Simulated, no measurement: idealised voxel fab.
The following is a process module called voxel capacitor over wiring.
The cross-section shown here is cut; it is 190 nm wide and divided into square cells measuring 5 nm on a side.
We lay out every cross-section as a grid of square cells and spell it out in bands from the top down, where one band means one or more rows of cells. Band: top height; bottom height; in nm. Then, left to right: material with width in nm, for each material. "full width": a single material spanning edge to edge. "empty": empty space. Heights are expressed relative to 0, this being the level below which the as-received wafer comprises one material exclusively. The lowest band is unbounded in the downward direction and is denoted as in "z 0 and below". With a width like "30..40", each row of cells in the band differs from the next by the same amount, the top row carrying the first number and the bottom row the second. Key: "nothing changed" - step with no changed cell in the cross-section. The list in "Enclosed internal cavities" covers empty spaces of 8 cells or more that cannot reach the top through any open way, and it gives each as width x height at distance; the distance is from the left edge, and width, height and distance are in nm. Step line, after settings: the simulator's comment on this step. overlay nm: for a step with a mask, the amount by which the mask lay right of where it was planned; a negative amount means left of it. Pairs ahead. Before: cross-section ahead of one process step. After: cross-section once the step is done, shown to the lowest changed band only. Under each pair: that step, with settings. Caution: pairs may come from different runs of this module on the same starting wafer; a pair follows the pair above only where its "Before step" entry says so.
**Before step**
  z 0 and below | Si full width
  Enclosed internal cavities: none
**Section After Processing**
  z 15 to 0 | SiO2 full width
  Everything under 0 stays put, no change at all.
  Enclosed internal cavities: none
The two cross-sections above are separated by a single process step, namely CONFORMAL_DEP: material SiO2, thk nm 15
Before step: the pre-step structure is the one depicted after the step in the pair just above.
**Section After Processing**
  z 20 to 15 | TiN full width
  Everything under 15 stays put, no change at all.
  Enclosed internal cavities: none
The two cross-sections above are separated by a single process step, namely DIRECTIONAL_DEP: material TiN, thk nm 5
Before step: the pre-step structure is the one depicted after the step in the pair just above.
**Section After Processing**
  z 40 to 20 | Ru full width
  Everything under 20 stays put, no change at all.
  Enclosed internal cavities: none
The two cross-sections above are separated by a single process step, namely DIRECTIONAL_DEP: material Ru, thk nm 20
Before step: the pre-step structure is the one depicted after the step in the pair just above.
**Section After Processing**
  z 50 to 40 | aC full width
  Everything under 40 stays put, no change at all.
  Enclosed internal cavities: none
The two cross-sections above are separated by a single process step, namely DIRECTIONAL_DEP: material aC, thk nm 10
Before step: the pre-step structure is the one depicted after the step in the pair just above.
**Section After Processing**
  z 75 to 50 | 50 empty / 20 resist / 50 empty / 20 resist / 50 empty
  Everything under 50 stays put, no change at all.
  Enclosed internal cavities: none
The two cross-sections above are separated by a single process step, namely PATTERN: tone cover, mask id METAL_1, material resist, width nm 20, pitch nm 70, thk nm 25, overlay nm 0
Before step: the pre-step structure is the one depicted after the step in the pair just above.
**Section After Processing**
  z 65 to 50 | 50 empty / 20 resist / 50 empty / 20 resist / 50 empty
  z 50 to 40 | 50 empty / 20 aC / 50 empty / 20 aC / 50 empty
  Everything under 40 stays put, no change at all.
  Enclosed internal cavities: none
The two cross-sections above are separated by a single process step, namely DIRECTIONAL_ETCH: etch materials aC, depth nm 10
Before step: the pre-step structure is the one depicted after the step in the pair just above.
**Section After Processing**
  z 50 to 40 | 50 empty / 20 aC / 50 empty / 20 aC / 50 empty
  Everything under 40 stays put, no change at all.
  Enclosed internal cavities: none
The two cross-sections above are separated by a single process step, namely STRIP: etch materials resist
Before step: the pre-step structure is the one depicted after the step in the pair just above.
**Section After Processing**
  z 50 to 40 | 50 empty / 20 aC / 50 empty / 20 aC / 50 empty
  z 40 to 20 | 50 empty / 20 Ru / 50 empty / 20 Ru / 50 empty
  Everything under 20 stays put, no change at all.
  Enclosed internal cavities: none
The two cross-sections above are separated by a single process step, namely DIRECTIONAL_ETCH: etch materials Ru, depth nm 20
Before step: the pre-step structure is the one depicted after the step in the pair just above.
**Section After Processing**
  z 50 to 40 | 50 empty / 20 aC / 50 empty / 20 aC / 50 empty
  z 40 to 20 | 50 empty / 20 Ru / 50 empty / 20 Ru / 50 empty
  z 20 to 15 | 50 empty / 20 TiN / 50 empty / 20 TiN / 50 empty
  Everything under 15 stays put, no change at all.
  Enclosed internal cavities: none
The two cross-sections above are separated by a single process step, namely DIRECTIONAL_ETCH: etch materials TiN, depth nm 5
Before step: the pre-step structure is the one depicted after the step in the pair just above.
**Section After Processing**
  z 40 to 20 | 50 empty / 20 Ru / 50 empty / 20 Ru / 50 empty
  Everything under 20 stays put, no change at all.
  Enclosed internal cavities: none
The two cross-sections above are separated by a single process step, namely STRIP: etch materials aC
Before step: the pre-step structure is the one depicted after the step in the pair just above.
**Section After Processing**
  z 45 to 40 | 45 empty / 30 SiN / 40 empty / 30 SiN / 45 empty
  z 40 to 20 | 45 empty / 5 SiN / 20 Ru / 5 SiN / 40 empty / 5 SiN / 20 Ru / 5 SiN / 45 empty
  z 20 to 15 | 50 SiN / 20 TiN / 50 SiN / 20 TiN / 50 SiN
  Everything under 15 stays put, no change at all.
  Enclosed internal cavities: none
The two cross-sections above are separated by a single process step, namely CONFORMAL_DEP: material SiN, thk nm 5
Before step: the pre-step structure is the one depicted after the step in the pair just above.
**Section After Processing**
  z 55 to 45 | SiO2 full width
  z 45 to 40 | 45 SiO2 / 30 SiN / 40 SiO2 / 30 SiN / 45 SiO2
  z 40 to 20 | 45 SiO2 / 5 SiN / 20 Ru / 5 SiN / 40 SiO2 / 5 SiN / 20 Ru / 5 SiN / 45 SiO2
  Everything under 20 stays put, no change at all.
  Enclosed internal cavities: none
The two cross-sections above are separated by a single process step, namely FILL_DEP: material SiO2, thk nm 10
Before step: the pre-step structure is the one depicted after the step in the pair just above.
**Section After Processing**
  z 40 to 20 | 45 SiO2 / 5 SiN / 20 Ru / 5 SiN / 40 SiO2 / 5 SiN / 20 Ru / 5 SiN / 45 SiO2
  Everything under 20 stays put, no change at all.
  Enclosed internal cavities: none
The two cross-sections above are separated by a single process step, namely CMP: height nm 40
Before step: the pre-step structure is the one depicted after the step in the pair just above.
**Section After Processing**
  z 45 to 40 | SiCN full width
  Everything under 40 stays put, no change at all.
  Enclosed internal cavities: none
The two cross-sections above are separated by a single process step, namely CONFORMAL_DEP: material SiCN, thk nm 5
Before step: the pre-step structure is the one depicted after the step in the pair just above.
**Section After Processing**
  z 55 to 45 | lowk full width
  Everything under 45 stays put, no change at all.
  Enclosed internal cavities: none
The two cross-sections above are separated by a single process step, namely DIRECTIONAL_DEP: material lowk, thk nm 10
Before step: the pre-step structure is the one depicted after the step in the pair just above.
**Section After Processing**
  z 55 to 45 | 55 lowk / 15 empty / 120 lowk
  Everything under 45 stays put, no change at all.
  Enclosed internal cavities: none
The two cross-sections above are separated by a single process step, namely MASKED_ETCH: tone open, mask id PLUG_1, width nm 15, etch materials lowk, depth nm 10, overlay nm 0
Before step: the pre-step structure is the one depicted after the step in the pair just above.
**Section After Processing**
  z 55 to 45 | 55 lowk / 15 empty / 120 lowk
  z 45 to 40 | 55 SiCN / 15 empty / 120 SiCN
  Everything under 40 stays put, no change at all.
  Enclosed internal cavities: none
The two cross-sections above are separated by a single process step, namely MASKED_ETCH: tone open, mask id PLUG_1, width nm 15, etch materials SiCN, depth nm 5, overlay nm 0
Before step: the pre-step structure is the one depicted after the step in the pair just above.
**Section After Processing**
  z 55 to 50 | 55 lowk / 15 empty / 120 lowk
  z 50 to 45 | 55 lowk / 15 Ru / 120 lowk
  z 45 to 40 | 55 SiCN / 15 Ru / 120 SiCN
  Everything under 40 stays put, no change at all.
  Enclosed internal cavities: none
The two cross-sections above are separated by a single process step, namely EPI: material Ru, thk nm 10
Before step: the pre-step structure is the one depicted after the step in the pair just above.
**Section After Processing**
  z 55 to 45 | 55 lowk / 15 Ru / 120 lowk
  Everything under 45 stays put, no change at all.
  Enclosed internal cavities: none
The two cross-sections above are separated by a single process step, namely EPI: material Ru, thk nm 5
Before step: the pre-step structure is the one depicted after the step in the pair just above.
**Section After Processing**
  z 60 to 55 | TiN full width
  Everything under 55 stays put, no change at all.
  Enclosed internal cavities: none
The two cross-sections above are separated by a single process step, namely DIRECTIONAL_DEP: material TiN, thk nm 5
Before step: the pre-step structure is the one depicted after the step in the pair just above.
**Section After Processing**
  z 65 to 60 | HfO2 full width
  Everything under 60 stays put, no change at all.
  Enclosed internal cavities: none
The two cross-sections above are separated by a single process step, namely DIRECTIONAL_DEP: material HfO2, thk nm 5
Before step: the pre-step structure is the one depicted after the step in the pair just above.
**Section After Processing**
  z 70 to 65 | TiN full width
  Everything under 65 stays put, no change at all.
  Enclosed internal cavities: none
The two cross-sections above are separated by a single process step, namely DIRECTIONAL_DEP: material TiN, thk nm 5
Before step: the pre-step structure is the one depicted after the step in the pair just above.
**Section After Processing**
  z 80 to 70 | aC full width
  Everything under 70 stays put, no change at all.
  Enclosed internal cavities: none
The two cross-sections above are separated by a single process step, namely DIRECTIONAL_DEP: material aC, thk nm 10
Before step: the pre-step structure is the one depicted after the step in the pair just above.
**Section After Processing**
  z 110 to 80 | 55 empty / 55 resist / 80 empty
  Everything under 80 stays put, no change at all.
  Enclosed internal cavities: none
The two cross-sections above are separated by a single process step, namely PATTERN: tone cover, mask id UPPER_PLATE, material resist, width nm 55, thk nm 30, overlay nm 0
Before step: the pre-step structure is the one depicted after the step in the pair just above.
**Section After Processing**
  z 100 to 80 | 55 empty / 55 resist / 80 empty
  z 80 to 70 | 55 empty / 55 aC / 80 empty
  Everything under 70 stays put, no change at all.
  Enclosed internal cavities: none
The two cross-sections above are separated by a single process step, namely DIRECTIONAL_ETCH: etch materials aC, depth nm 10
Before step: the pre-step structure is the one depicted after the step in the pair just above.
**Section After Processing**
  z 80 to 70 | 55 empty / 55 aC / 80 empty
  Everything under 70 stays put, no change at all.
  Enclosed internal cavities: none
The two cross-sections above are separated by a single process step, namely STRIP: etch materials resist
Before step: the pre-step structure is the one depicted after the step in the pair just above.
**Section After Processing**
  z 80 to 70 | 55 empty / 55 aC / 80 empty
  z 70 to 65 | 55 empty / 55 TiN / 80 empty
  Everything under 65 stays put, no change at all.
  Enclosed internal cavities: none
The two cross-sections above are separated by a single process step, namely DIRECTIONAL_ETCH: etch materials TiN, depth nm 5
Before step: the pre-step structure is the one depicted after the step in the pair just above.
**Section After Processing**
  z 80 to 70 | 55 empty / 55 aC / 80 empty
  z 70 to 65 | 55 empty / 55 TiN / 80 empty
  z 65 to 60 | 55 empty / 55 HfO2 / 80 empty
  Everything under 60 stays put, no change at all.
  Enclosed internal cavities: none
The two cross-sections above are separated by a single process step, namely DIRECTIONAL_ETCH: etch materials HfO2, depth nm 5
Before step: the pre-step structure is the one depicted after the step in the pair just above.
**Section After Processing**
  z 70 to 65 | 55 empty / 55 TiN / 80 empty
  Everything under 65 stays put, no change at all.
  Enclosed internal cavities: none
The two cross-sections above are separated by a single process step, namely STRIP: etch materials aC
Before step: the pre-step structure is the one depicted after the step in the pair just above.
**Section After Processing**
  z 70 to 65 | 55 empty / 55 TiN / 80 empty
  z 65 to 60 | 55 empty / 55 HfO2 / 80 empty
  z 60 to 55 | 50 empty / 65 TiN / 75 empty
  Everything under 55 stays put, no change at all.
  Enclosed internal cavities: none
The two cross-sections above are separated by a single process step, namely MASKED_ETCH: tone cover, mask id LOWER_PLATE, width nm 65, etch materials TiN, depth nm 5, overlay nm 0
Before step: the pre-step structure is the one depicted after the step in the pair just above.
**Section After Processing**
  z 85 to 70 | SiO2 full width
  z 70 to 65 | 55 SiO2 / 55 TiN / 80 SiO2
  z 65 to 60 | 55 SiO2 / 55 HfO2 / 80 SiO2
  z 60 to 55 | 50 SiO2 / 65 TiN / 75 SiO2
  Everything under 55 stays put, no change at all.
  Enclosed internal cavities: none
The two cross-sections above are separated by a single process step, namely FILL_DEP: material SiO2, thk nm 15
Before step: the pre-step structure is the one depicted after the step in the pair just above.
**Section After Processing**
  z 80 to 70 | SiO2 full width
  Everything under 70 stays put, no change at all.
  Enclosed internal cavities: none
The two cross-sections above are separated by a single process step, namely CMP: height nm 80
Before step: the pre-step structure is the one depicted after the step in the pair just above.
**Section After Processing**
  z 95 to 80 | 65 resist / 15 empty / 110 resist
  Everything under 80 stays put, no change at all.
  Enclosed internal cavities: none
The two cross-sections above are separated by a single process step, namely PATTERN: tone open, mask id PLUG_2, material resist, width nm 15, thk nm 15, overlay nm 0
Before step: the pre-step structure is the one depicted after the step in the pair just above.
**Section After Processing**
  z 95 to 80 | 65 resist / 15 empty / 110 resist
  z 80 to 70 | 65 SiO2 / 15 empty / 110 SiO2
  Everything under 70 stays put, no change at all.
  Enclosed internal cavities: none
The two cross-sections above are separated by a single process step, namely DIRECTIONAL_ETCH: etch materials SiO2, depth nm 10
Before step: the pre-step structure is the one depicted after the step in the pair just above.
**Section After Processing**
  z 80 to 70 | 65 SiO2 / 15 empty / 110 SiO2
  Everything under 70 stays put, no change at all.
  Enclosed internal cavities: none
The two cross-sections above are separated by a single process step, namely STRIP: etch materials resist
Before step: the pre-step structure is the one depicted after the step in the pair just above.
**Section After Processing**
  z 85 to 80 | 70 TiN / 5 empty / 115 TiN
  z 80 to 75 | 65 SiO2 / 5 TiN / 5 empty / 5 TiN / 110 SiO2
  z 75 to 65 | 65..55 SiO2 / 15..55 TiN / 110..80 SiO2
  Everything under 65 stays put, no change at all.
  Enclosed internal cavities: none
The two cross-sections above are separated by a single process step, namely CONFORMAL_DEP: material TiN, thk nm 5
Before step: the pre-step structure is the one depicted after the step in the pair just above.
**Section After Processing**
  z 90 to 85 | Cu full width
  z 85 to 80 | 70 TiN / 5 Cu / 115 TiN
  z 80 to 75 | 65 SiO2 / 5 TiN / 5 Cu / 5 TiN / 110 SiO2
  Everything under 75 stays put, no change at all.
  Enclosed internal cavities: none
The two cross-sections above are separated by a single process step, namely FILL_DEP: material Cu, thk nm 5
Before step: the pre-step structure is the one depicted after the step in the pair just above.
**Section After Processing**
  z 80 to 75 | 65 SiO2 / 5 TiN / 5 Cu / 5 TiN / 110 SiO2
  Everything under 75 stays put, no change at all.
  Enclosed internal cavities: none
The two cross-sections above are separated by a single process step, namely CMP: height nm 80
Before step: the pre-step structure is the one depicted after the step in the pair just above.
**Section After Processing**
  z 85 to 80 | SiN full width
  Everything under 80 stays put, no change at all.
  Enclosed internal cavities: none
The two cross-sections above are separated by a single process step, namely CONFORMAL_DEP: material SiN, thk nm 5
**Before step**
  z 60 to 55 | TiN full width
  z 55 to 45 | 55 lowk / 15 Ru / 120 lowk
  z 45 to 40 | 55 SiCN / 15 Ru / 120 SiCN
  z 40 to 20 | 45 SiO2 / 5 SiN / 20 Ru / 5 SiN / 40 SiO2 / 5 SiN / 20 Ru / 5 SiN / 45 SiO2
  z 20 to 15 | 50 SiN / 20 TiN / 50 SiN / 20 TiN / 50 SiN
  z 15 to 0 | SiO2 full width
  z 0 and below | Si full width
  Enclosed internal cavities: none
**Section After Processing**
  z 65 to 55 | TiN full width
  Everything under 55 stays put, no change at all.
  Enclosed internal cavities: none
The two cross-sections above are separated by a single process step, namely DIRECTIONAL_DEP: material TiN, thk nm 5
Before step: the pre-step structure is the one depicted after the step in the pair just above.
**Section After Processing**
  z 75 to 65 | aC full width
  Everything under 65 stays put, no change at all.
  Enclosed internal cavities: none
The two cross-sections above are separated by a single process step, namely DIRECTIONAL_DEP: material aC, thk nm 10
Before step: the pre-step structure is the one depicted after the step in the pair just above.
**Section After Processing**
  z 105 to 75 | 55 empty / 55 resist / 80 empty
  Everything under 75 stays put, no change at all.
  Enclosed internal cavities: none
The two cross-sections above are separated by a single process step, namely PATTERN: tone cover, mask id UPPER_PLATE, material resist, width nm 55, thk nm 30, overlay nm 0
Before step: the pre-step structure is the one depicted after the step in the pair just above.
**Section After Processing**
  z 95 to 75 | 55 empty / 55 resist / 80 empty
  z 75 to 65 | 55 empty / 55 aC / 80 empty
  Everything under 65 stays put, no change at all.
  Enclosed internal cavities: none
The two cross-sections above are separated by a single process step, namely DIRECTIONAL_ETCH: etch materials aC, depth nm 10
Before step: the pre-step structure is the one depicted after the step in the pair just above.
**Section After Processing**
  z 75 to 65 | 55 empty / 55 aC / 80 empty
  Everything under 65 stays put, no change at all.
  Enclosed internal cavities: none
The two cross-sections above are separated by a single process step, namely STRIP: etch materials resist
Before step: the pre-step structure is the one depicted after the step in the pair just above.
**Section After Processing**
  z 75 to 65 | 55 empty / 55 aC / 80 empty
  z 65 to 60 | 55 empty / 55 TiN / 80 empty
  Everything under 60 stays put, no change at all.
  Enclosed internal cavities: none
The two cross-sections above are separated by a single process step, namely DIRECTIONAL_ETCH: etch materials TiN, depth nm 5
Before step: the pre-step structure is the one depicted after the step in the pair just above.
**Section After Processing**
  z 65 to 60 | 55 empty / 55 TiN / 80 empty
  Everything under 60 stays put, no change at all.
  Enclosed internal cavities: none
The two cross-sections above are separated by a single process step, namely STRIP: etch materials aC
Before step: the pre-step structure is the one depicted after the step in the pair just above.
**Section After Processing**
  z 65 to 55 | 55..50 empty / 55..65 TiN / 80..75 empty
  Everything under 55 stays put, no change at all.
  Enclosed internal cavities: none
The two cross-sections above are separated by a single process step, namely MASKED_ETCH: tone cover, mask id LOWER_PLATE, width nm 65, etch materials TiN, depth nm 5, overlay nm 0
Before step: the pre-step structure is the one depicted after the step in the pair just above.
**Section After Processing**
  z 80 to 65 | SiO2 full width
  z 65 to 55 | 55..50 SiO2 / 55..65 TiN / 80..75 SiO2
  Everything under 55 stays put, no change at all.
  Enclosed internal cavities: none
The two cross-sections above are separated by a single process step, namely FILL_DEP: material SiO2, thk nm 15
Before step: the pre-step structure is the one depicted after the step in the pair just above.
**Section After Processing**
  z 95 to 80 | 65 resist / 15 empty / 110 resist
  Everything under 80 stays put, no change at all.
  Enclosed internal cavities: none
The two cross-sections above are separated by a single process step, namely PATTERN: tone open, mask id PLUG_2, material resist, width nm 15, thk nm 15, overlay nm 0
Before step: the pre-step structure is the one depicted after the step in the pair just above.
**Section After Processing**
  z 95 to 80 | 65 resist / 15 empty / 110 resist
  z 80 to 70 | 65 SiO2 / 15 empty / 110 SiO2
  Everything under 70 stays put, no change at all.
  Enclosed internal cavities: none
The two cross-sections above are separated by a single process step, namely DIRECTIONAL_ETCH: etch materials SiO2, depth nm 10
Before step: the pre-step structure is the one depicted after the step in the pair just above.
**Section After Processing**
  z 80 to 70 | 65 SiO2 / 15 empty / 110 SiO2
  Everything under 70 stays put, no change at all.
  Enclosed internal cavities: none
The two cross-sections above are separated by a single process step, namely STRIP: etch materials resist
Before step: the pre-step structure is the one depicted after the step in the pair just above.
**Section After Processing**
  z 85 to 80 | 70 TiN / 5 empty / 115 TiN
  z 80 to 75 | 65 SiO2 / 5 TiN / 5 empty / 5 TiN / 110 SiO2
  z 75 to 70 | 65 SiO2 / 15 TiN / 110 SiO2
  Everything under 70 stays put, no change at all.
  Enclosed internal cavities: none
The two cross-sections above are separated by a single process step, namely CONFORMAL_DEP: material TiN, thk nm 5
Before step: the pre-step structure is the one depicted after the step in the pair just above.
**Section After Processing**
  z 90 to 85 | Cu full width
  z 85 to 80 | 70 TiN / 5 Cu / 115 TiN
  z 80 to 75 | 65 SiO2 / 5 TiN / 5 Cu / 5 TiN / 110 SiO2
  Everything under 75 stays put, no change at all.
  Enclosed internal cavities: none
The two cross-sections above are separated by a single process step, namely FILL_DEP: material Cu, thk nm 5
Before step: the pre-step structure is the one depicted after the step in the pair just above.
**Section After Processing**
  z 80 to 75 | 65 SiO2 / 5 TiN / 5 Cu / 5 TiN / 110 SiO2
  Everything under 75 stays put, no change at all.
  Enclosed internal cavities: none
The two cross-sections above are separated by a single process step, namely CMP: height nm 80
Before step: the pre-step structure is the one depicted after the step in the pair just above.
**Section After Processing**
  z 85 to 80 | SiN full width
  Everything under 80 stays put, no change at all.
  Enclosed internal cavities: none
The two cross-sections above are separated by a single process step, namely CONFORMAL_DEP: material SiN, thk nm 5
**Before step**
  z 55 to 50 | 55 lowk / 15 empty / 120 lowk
  z 50 to 45 | 55 lowk / 15 Ru / 120 lowk
  z 45 to 40 | 55 SiCN / 15 Ru / 120 SiCN
  z 40 to 20 | 45 SiO2 / 5 SiN / 20 Ru / 5 SiN / 40 SiO2 / 5 SiN / 20 Ru / 5 SiN / 45 SiO2
  z 20 to 15 | 50 SiN / 20 TiN / 50 SiN / 20 TiN / 50 SiN
  z 15 to 0 | SiO2 full width
  z 0 and below | Si full width
  Enclosed internal cavities: none
**Section After Processing**
  z 60 to 55 | 50 empty / 25 Ru / 115 empty
  z 55 to 45 | 55 lowk / 15 Ru / 120 lowk
  Everything under 45 stays put, no change at all.
  Enclosed internal cavities: none
The two cross-sections above are separated by a single process step, namely EPI: material Ru, thk nm 10
Before step: the pre-step structure is the one depicted after the step in the pair just above.
**Section After Processing**
  z 65 to 55 | 45 empty / 35 Ru / 110 empty
  Everything under 55 stays put, no change at all.
  Enclosed internal cavities: none
The two cross-sections above are separated by a single process step, namely EPI: material Ru, thk nm 5
Before step: the pre-step structure is the one depicted after the step in the pair just above.
**Section After Processing**
  z 70 to 65 | 45 empty / 35 TiN / 110 empty
  z 65 to 60 | 45 empty / 35 Ru / 110 empty
  z 60 to 55 | 45 TiN / 35 Ru / 110 TiN
  Everything under 55 stays put, no change at all.
  Enclosed internal cavities: none
The two cross-sections above are separated by a single process step, namely DIRECTIONAL_DEP: material TiN, thk nm 5
Before step: the pre-step structure is the one depicted after the step in the pair just above.
**Section After Processing**
  z 75 to 70 | 45 empty / 35 HfO2 / 110 empty
  z 70 to 65 | 45 empty / 35 TiN / 110 empty
  z 65 to 60 | 45 HfO2 / 35 Ru / 110 HfO2
  Everything under 60 stays put, no change at all.
  Enclosed internal cavities: none
The two cross-sections above are separated by a single process step, namely DIRECTIONAL_DEP: material HfO2, thk nm 5
Before step: the pre-step structure is the one depicted after the step in the pair just above.
**Section After Processing**
  z 80 to 75 | 45 empty / 35 TiN / 110 empty
  z 75 to 70 | 45 empty / 35 HfO2 / 110 empty
  z 70 to 65 | TiN full width
  Everything under 65 stays put, no change at all.
  Enclosed internal cavities: none
The two cross-sections above are separated by a single process step, namely DIRECTIONAL_DEP: material TiN, thk nm 5
Before step: the pre-step structure is the one depicted after the step in the pair just above.
**Section After Processing**
  z 90 to 80 | 45 empty / 35 aC / 110 empty
  z 80 to 75 | 45 aC / 35 TiN / 110 aC
  z 75 to 70 | 45 aC / 35 HfO2 / 110 aC
  Everything under 70 stays put, no change at all.
  Enclosed internal cavities: none
The two cross-sections above are separated by a single process step, namely DIRECTIONAL_DEP: material aC, thk nm 10
Before step: the pre-step structure is the one depicted after the step in the pair just above.
**Section After Processing**
  z 120 to 90 | 55 empty / 55 resist / 80 empty
  z 90 to 80 | 45 empty / 35 aC / 30 resist / 80 empty
  Everything under 80 stays put, no change at all.
  Enclosed internal cavities: none
The two cross-sections above are separated by a single process step, namely PATTERN: tone cover, mask id UPPER_PLATE, material resist, width nm 55, thk nm 30, overlay nm 0
Before step: the pre-step structure is the one depicted after the step in the pair just above.
**Section After Processing**
  z 110 to 90 | 55 empty / 55 resist / 80 empty
  z 90 to 80 | 55 empty / 25 aC / 30 resist / 80 empty
  z 80 to 75 | 45 empty / 35 TiN / 30 aC / 80 empty
  z 75 to 70 | 45 empty / 35 HfO2 / 30 aC / 80 empty
  Everything under 70 stays put, no change at all.
  Enclosed internal cavities: none
The two cross-sections above are separated by a single process step, namely DIRECTIONAL_ETCH: etch materials aC, depth nm 10
Before step: the pre-step structure is the one depicted after the step in the pair just above.
**Section After Processing**
  z 90 to 80 | 55 empty / 25 aC / 110 empty
  Everything under 80 stays put, no change at all.
  Enclosed internal cavities: none
The two cross-sections above are separated by a single process step, namely STRIP: etch materials resist
Before step: the pre-step structure is the one depicted after the step in the pair just above.
**Section After Processing**
  z 90 to 80 | 55 empty / 25 aC / 110 empty
  z 80 to 75 | 55 empty / 25 TiN / 30 aC / 80 empty
  z 75 to 70 | 45 empty / 35 HfO2 / 30 aC / 80 empty
  z 70 to 65 | 45 empty / 65 TiN / 80 empty
  Everything under 65 stays put, no change at all.
  Enclosed internal cavities: none
The two cross-sections above are separated by a single process step, namely DIRECTIONAL_ETCH: etch materials TiN, depth nm 5
Before step: the pre-step structure is the one depicted after the step in the pair just above.
**Section After Processing**
  z 90 to 80 | 55 empty / 25 aC / 110 empty
  z 80 to 75 | 55 empty / 25 TiN / 30 aC / 80 empty
  z 75 to 70 | 55 empty / 25 HfO2 / 30 aC / 80 empty
  z 70 to 65 | 45 empty / 65 TiN / 80 empty
  z 65 to 60 | 45 empty / 35 Ru / 30 HfO2 / 80 empty
  Everything under 60 stays put, no change at all.
  Enclosed internal cavities: none
The two cross-sections above are separated by a single process step, namely DIRECTIONAL_ETCH: etch materials HfO2, depth nm 5
Before step: the pre-step structure is the one depicted after the step in the pair just above.
**Section After Processing**
  z 80 to 75 | 55 empty / 25 TiN / 110 empty
  z 75 to 70 | 55 empty / 25 HfO2 / 110 empty
  Everything under 70 stays put, no change at all.
  Enclosed internal cavities: none
The two cross-sections above are separated by a single process step, namely STRIP: etch materials aC
Before step: the pre-step structure is the one depicted after the step in the pair just above.
**Section After Processing**
  z 80 to 75 | 55 empty / 25 TiN / 110 empty
  z 75 to 70 | 55 empty / 25 HfO2 / 110 empty
  z 70 to 65 | 50 empty / 60 TiN / 80 empty
  z 65 to 60 | 45 empty / 35 Ru / 30 HfO2 / 80 empty
  z 60 to 55 | 45 empty / 35 Ru / 35 TiN / 75 empty
  Everything under 55 stays put, no change at all.
  Enclosed internal cavities: none
The two cross-sections above are separated by a single process step, namely MASKED_ETCH: tone cover, mask id LOWER_PLATE, width nm 65, etch materials TiN, depth nm 5, overlay nm 0
Before step: the pre-step structure is the one depicted after the step in the pair just above.
**Section After Processing**
  z 95 to 80 | SiO2 full width
  z 80 to 75 | 55 SiO2 / 25 TiN / 110 SiO2
  z 75 to 70 | 55 SiO2 / 25 HfO2 / 110 SiO2
  z 70 to 65 | 50 SiO2 / 60 TiN / 80 SiO2
  z 65 to 60 | 45 SiO2 / 35 Ru / 30 HfO2 / 80 SiO2
  z 60 to 55 | 45 SiO2 / 35 Ru / 35 TiN / 75 SiO2
  Everything under 55 stays put, no change at all.
  Enclosed internal cavities: none
The two cross-sections above are separated by a single process step, namely FILL_DEP: material SiO2, thk nm 15
Before step: the pre-step structure is the one depicted after the step in the pair just above.
**Section After Processing**
  z 80 to 75 | 55 SiO2 / 25 TiN / 110 SiO2
  Everything under 75 stays put, no change at all.
  Enclosed internal cavities: none
The two cross-sections above are separated by a single process step, namely CMP: height nm 80
Before step: the pre-step structure is the one depicted after the step in the pair just above.
**Section After Processing**
  z 95 to 80 | 65 resist / 15 empty / 110 resist
  Everything under 80 stays put, no change at all.
  Enclosed internal cavities: none
The two cross-sections above are separated by a single process step, namely PATTERN: tone open, mask id PLUG_2, material resist, width nm 15, thk nm 15, overlay nm 0
Before step: the pre-step structure is the one depicted after the step in the pair just above.
**Section After Processing**
  z 80 to 75 | 55 SiO2 / 25 TiN / 110 SiO2
  Everything under 75 stays put, no change at all.
  Enclosed internal cavities: none
The two cross-sections above are separated by a single process step, namely STRIP: etch materials resist
Before step: the pre-step structure is the one depicted after the step in the pair just above.
**Section After Processing**
  z 85 to 80 | TiN full width
  Everything under 80 stays put, no change at all.
  Enclosed internal cavities: none
The two cross-sections above are separated by a single process step, namely CONFORMAL_DEP: material TiN, thk nm 5
Before step: the pre-step structure is the one depicted after the step in the pair just above.
**Section After Processing**
  z 90 to 85 | Cu full width
  Everything under 85 stays put, no change at all.
  Enclosed internal cavities: none
The two cross-sections above are separated by a single process step, namely FILL_DEP: material Cu, thk nm 5
Before step: the pre-step structure is the one depicted after the step in the pair just above.
**Section After Processing**
  z 80 to 75 | 55 SiO2 / 25 TiN / 110 SiO2
  Everything under 75 stays put, no change at all.
  Enclosed internal cavities: none
The two cross-sections above are separated by a single process step, namely CMP: height nm 80
Before step: the pre-step structure is the one depicted after the step in the pair just above.
**Section After Processing**
  z 85 to 80 | SiN full width
  Everything under 80 stays put, no change at all.
  Enclosed internal cavities: none
The two cross-sections above are separated by a single process step, namely CONFORMAL_DEP: material SiN, thk nm 5
**Before step**
  z 0 and below | Si full width
  Enclosed internal cavities: none
**Section After Processing**
  z 5 to 0 | TiN full width
  Everything under 0 stays put, no change at all.
  Enclosed internal cavities: none
The two cross-sections above are separated by a single process step, namely DIRECTIONAL_DEP: material TiN, thk nm 5
Before step: the pre-step structure is the one depicted after the step in the pair just above.
**Section After Processing**
  z 20 to 5 | SiO2 full width
  Everything under 5 stays put, no change at all.
  Enclosed internal cavities: none
The two cross-sections above are separated by a single process step, namely CONFORMAL_DEP: material SiO2, thk nm 15
Before step: the pre-step structure is the one depicted after the step in the pair just above.
**Section After Processing**
  z 40 to 20 | Ru full width
  Everything under 20 stays put, no change at all.
  Enclosed internal cavities: none
The two cross-sections above are separated by a single process step, namely DIRECTIONAL_DEP: material Ru, thk nm 20
Before step: the pre-step structure is the one depicted after the step in the pair just above.
**Section After Processing**
  z 50 to 40 | aC full width
  Everything under 40 stays put, no change at all.
  Enclosed internal cavities: none
The two cross-sections above are separated by a single process step, namely DIRECTIONAL_DEP: material aC, thk nm 10
Before step: the pre-step structure is the one depicted after the step in the pair just above.
**Section After Processing**
  z 75 to 50 | 50 empty / 20 resist / 50 empty / 20 resist / 50 empty
  Everything under 50 stays put, no change at all.
  Enclosed internal cavities: none
The two cross-sections above are separated by a single process step, namely PATTERN: tone cover, mask id METAL_1, material resist, width nm 20, pitch nm 70, thk nm 25, overlay nm 0
Before step: the pre-step structure is the one depicted after the step in the pair just above.
**Section After Processing**
  z 65 to 50 | 50 empty / 20 resist / 50 empty / 20 resist / 50 empty
  z 50 to 40 | 50 empty / 20 aC / 50 empty / 20 aC / 50 empty
  Everything under 40 stays put, no change at all.
  Enclosed internal cavities: none
The two cross-sections above are separated by a single process step, namely DIRECTIONAL_ETCH: etch materials aC, depth nm 10
Before step: the pre-step structure is the one depicted after the step in the pair just above.
**Section After Processing**
  z 50 to 40 | 50 empty / 20 aC / 50 empty / 20 aC / 50 empty
  Everything under 40 stays put, no change at all.
  Enclosed internal cavities: none
The two cross-sections above are separated by a single process step, namely STRIP: etch materials resist
Before step: the pre-step structure is the one depicted after the step in the pair just above.
**Section After Processing**
  z 50 to 40 | 50 empty / 20 aC / 50 empty / 20 aC / 50 empty
  z 40 to 20 | 50 empty / 20 Ru / 50 empty / 20 Ru / 50 empty
  Everything under 20 stays put, no change at all.
  Enclosed internal cavities: none
The two cross-sections above are separated by a single process step, namely DIRECTIONAL_ETCH: etch materials Ru, depth nm 20
